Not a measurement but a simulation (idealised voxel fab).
process module | voxel trench capacitor
cross-section cut | 270 nm wide | cells 5 nm
A cross-section is a grid of square cells, given in bands from the top down. A band is one or more rows of cells.
Each band's line starts with the height of the band's top and of its bottom, in nm. Then come its materials from left to right, each with its width in nm. One material with "throughout" fills the band from edge to edge. "air" is empty space.
Height 0 is the level under which the wafer as received is all one material. The lowest band goes on downwards, as in "0 down".
A width such as "30 to 40" changes by the same amount from each row of cells to the next, from the band's top row to its bottom row.
"no change" after a step means that no cell of the cross-section changed.
closed voids: empty space of 8 cells or more with no open way to the top, each as width x height at its distance from the left edge, in nm
after a step's settings: what the simulator itself notes on the step
overlay nm, on a step with a mask: how far to the right of its planned place the mask lay; to the left if negative
plan
1 op RECEIVE | material Si
2 op CONFORMAL_DEP | material SiN | thk nm 10
3 op DIRECTIONAL_DEP | material aC | thk nm 15
4 op PATTERN | tone open | mask id TRENCH | material resist | width nm 15 | pitch nm 40 | thk nm 35 | overlay nm 0
5 op DIRECTIONAL_ETCH | etch materials aC | depth nm 15
6 op STRIP | etch materials resist
7 op DIRECTIONAL_ETCH | etch materials SiN | depth nm 10
8 op DIRECTIONAL_ETCH | etch materials Si | depth nm 30
9 op STRIP | etch materials aC
10 op CONFORMAL_DEP | material HfO2 | thk nm 5
11 op CONFORMAL_DEP | material TiN | thk nm 5
12 op FILL_DEP | material W | thk nm 5
13 op CMP | height nm 10
varied across the wafers: width nm of step 4. The plan shows the first wafer's value. All wafers start alike
first wafer as received, after step 1
  0 down: Si throughout
  closed voids: none
each wafer at the end: cells of each material gained (+) or lost (-) since it was received, then its closed voids
width nm 15 | +51 HfO2 | -54 Si | +90 SiN | +21 TiN | closed voids: none
width nm 20 | +54 HfO2 | -72 Si | +84 SiN | +42 TiN | closed voids: none
width nm 25 | +57 HfO2 | -90 Si | +78 SiN | +45 TiN | +18 W | closed voids: none
